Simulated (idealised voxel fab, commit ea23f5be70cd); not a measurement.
Process module under the name voxel ribs on slabs
It is cross-section cut that appears here, measuring 280 nm in width, its square cells being 5 nm in size.
Bands, listed from the top down, are how a cross-section gets written in this document; the cross-section itself is a grid of square cells, and a band is one or more rows of them. Top height, bottom height, nm. Materials left to right, width each, nm. Single material + "edge to edge" = fills band edge to edge. "blank" = empty. Height is counted from the level 0, under which the received wafer is composed throughout of one material. The lowest of the bands is not closed at the bottom but continues downward, in the notation "from 0 down". A width such as "30->40" changes by the same amount from each row of cells to the next, from the band's top row to its bottom row. A step reported as "remained the same" is a step in which no cell of the cross-section changed. In "Sealed cavities" the enclosed voids are listed, meaning empty spaces of 8 cells or larger without any opening to the top. The form is width x height at distance, distance from the left edge, units nm. The remark found on a step's line after its settings is issued by the simulator itself and pertains to that step. overlay nm: step with mask; distance mask lay right of planned place; negative value = left of planned place.
**Listed below are the process steps as planned**
1: RECEIVE | material Si
2: DIRECTIONAL_DEP | material SiO2 | thk nm 25
3: DIRECTIONAL_DEP | material SiN | thk nm 25
4: MASKED_ETCH | tone cover | mask id RIB | width nm 15 | etch materials SiN | depth nm 15 | overlay nm 0
5: PATTERN | tone cover | mask id SLAB | material resist | width nm 55 | thk nm 20 | overlay nm 0
6: DIRECTIONAL_ETCH | etch materials SiN | depth nm 10
7: STRIP | etch materials resist
8: FILL_DEP | material SiO2 | thk nm 20
9: CMP | height nm 65
10: DIRECTIONAL_DEP | material TiN | thk nm 10
11: DIRECTIONAL_DEP | material aC | thk nm 15
12: PATTERN | tone cover | mask id HEATER | material resist | width nm 25 | thk nm 35 | overlay nm 0
13: DIRECTIONAL_ETCH | etch materials aC | depth nm 15
14: STRIP | etch materials resist
15: DIRECTIONAL_ETCH | etch materials TiN | depth nm 10
16: STRIP | etch materials aC
17: CONFORMAL_DEP | material SiN | thk nm 10
**First of two wafers, processed according to plan**
**Wafer cross-section on receipt, i.e. after step 1**
  from 0 down: Si edge to edge
  Sealed cavities: none
**Cross-section of the wafer subsequent to step 2**
  from 25 to 0: SiO2 edge to edge
  Below 0, the layers are the same as they were.
**Cross-section of the wafer subsequent to step 3**
  from 50 to 25: SiN edge to edge
  Below 25, the layers are the same as they were.
**Cross-section of the wafer subsequent to step 4**
  from 50 to 35: 130 of blank; 15 of SiN; 135 of blank
  Below 35, the layers are the same as they were.
**Cross-section of the wafer subsequent to step 5**
  from 70 to 50: 110 of blank; 55 of resist; 115 of blank
  from 50 to 35: 110 of blank; 20 of resist; 15 of SiN; 20 of resist; 115 of blank
  Below 35, the layers are the same as they were.
**Cross-section of the wafer subsequent to step 6**
  from 70 to 50: 110 of blank; 55 of resist; 115 of blank
  from 50 to 35: 110 of blank; 20 of resist; 15 of SiN; 20 of resist; 115 of blank
  from 35 to 25: 110 of blank; 55 of SiN; 115 of blank
  Below 25, the layers are the same as they were.
**Cross-section of the wafer subsequent to step 7**
  from 50 to 35: 130 of blank; 15 of SiN; 135 of blank
  Below 35, the layers are the same as they were.
**Cross-section of the wafer subsequent to step 8**
  from 70 to 50: SiO2 edge to edge
  from 50 to 35: 130 of SiO2; 15 of SiN; 135 of SiO2
  from 35 to 25: 110 of SiO2; 55 of SiN; 115 of SiO2
  Below 25, the layers are the same as they were.
**Cross-section of the wafer subsequent to step 9**
  from 65 to 50: SiO2 edge to edge
  Below 50, the layers are the same as they were.
**Cross-section of the wafer subsequent to step 10**
  from 75 to 65: TiN edge to edge
  Below 65, the layers are the same as they were.
**Cross-section of the wafer subsequent to step 11**
  from 90 to 75: aC edge to edge
  Below 75, the layers are the same as they were.
**Cross-section of the wafer subsequent to step 12**
  from 125 to 90: 125 of blank; 25 of resist; 130 of blank
  Below 90, the layers are the same as they were.
**Cross-section of the wafer subsequent to step 13**
  from 110 to 90: 125 of blank; 25 of resist; 130 of blank
  from 90 to 75: 125 of blank; 25 of aC; 130 of blank
  Below 75, the layers are the same as they were.
**Cross-section of the wafer subsequent to step 14**
  from 90 to 75: 125 of blank; 25 of aC; 130 of blank
  Below 75, the layers are the same as they were.
**Cross-section of the wafer subsequent to step 15**
  from 90 to 75: 125 of blank; 25 of aC; 130 of blank
  from 75 to 65: 125 of blank; 25 of TiN; 130 of blank
  Below 65, the layers are the same as they were.
**Cross-section of the wafer subsequent to step 16**
  from 75 to 65: 125 of blank; 25 of TiN; 130 of blank
  Below 65, the layers are the same as they were.
**Cross-section of the wafer subsequent to step 17**
  from 85 to 75: 115 of blank; 45 of SiN; 120 of blank
  from 75 to 65: 125 of SiN; 25 of TiN; 130 of SiN
  Below 65, the layers are the same as they were.
**second wafer: like start, like plan, one mistake. Through step 1 it matches the first wafer**
**Cross-section, second wafer, at the end time the plan gives for step 2**
  from 25 to 0: SiN edge to edge
  Below 0, the layers are the same as they were.
**Cross-section, second wafer, at the end time the plan gives for step 3**
  from 50 to 25: SiO2 edge to edge
  Below 25, the layers are the same as they were.
Cross-section, second wafer, at the end time the plan gives for step 4: remained the same
**Cross-section, second wafer, at the end time the plan gives for step 5**
  from 70 to 50: 110 of blank; 55 of resist; 115 of blank
  Below 50, the layers are the same as they were.
Cross-section, second wafer, at the end time the plan gives for step 6: remained the same
**Cross-section, second wafer, at the end time the plan gives for step 7**
  from 50 to 25: SiO2 edge to edge
  Below 25, the layers are the same as they were.
**Cross-section, second wafer, at the end time the plan gives for step 8**
  from 70 to 25: SiO2 edge to edge
  Below 25, the layers are the same as they were.
**Cross-section, second wafer, at the end time the plan gives for step 9**
  from 65 to 25: SiO2 edge to edge
  Below 25, the layers are the same as they were.
**Cross-section, second wafer, at the end time the plan gives for step 10**
  from 75 to 65: TiN edge to edge
  Below 65, the layers are the same as they were.
**Cross-section, second wafer, at the end time the plan gives for step 11**
  from 90 to 75: aC edge to edge
  Below 75, the layers are the same as they were.
**Cross-section, second wafer, at the end time the plan gives for step 12**
  from 125 to 90: 125 of blank; 25 of resist; 130 of blank
  Below 90, the layers are the same as they were.
**Cross-section, second wafer, at the end time the plan gives for step 13**
  from 110 to 90: 125 of blank; 25 of resist; 130 of blank
  from 90 to 75: 125 of blank; 25 of aC; 130 of blank
  Below 75, the layers are the same as they were.
**Cross-section, second wafer, at the end time the plan gives for step 14**
  from 90 to 75: 125 of blank; 25 of aC; 130 of blank
  Below 75, the layers are the same as they were.
**Cross-section, second wafer, at the end time the plan gives for step 15**
  from 90 to 75: 125 of blank; 25 of aC; 130 of blank
  from 75 to 65: 125 of blank; 25 of TiN; 130 of blank
  Below 65, the layers are the same as they were.
**Cross-section, second wafer, at the end time the plan gives for step 16**
  from 75 to 65: 125 of blank; 25 of TiN; 130 of blank
  Below 65, the layers are the same as they were.
**Cross-section, second wafer, at the end time the plan gives for step 17**
  from 85 to 75: 115 of blank; 45 of SiN; 120 of blank
  from 75 to 65: 125 of SiN; 25 of TiN; 130 of SiN
  Below 65, the layers are the same as they were.
Diagnosis: steps 2 and 3 run out of order (swapped)
Final comparison by cell count, materials where the second wafer has more or fewer than the first: 249 more of SiN | 249 fewer of SiO2
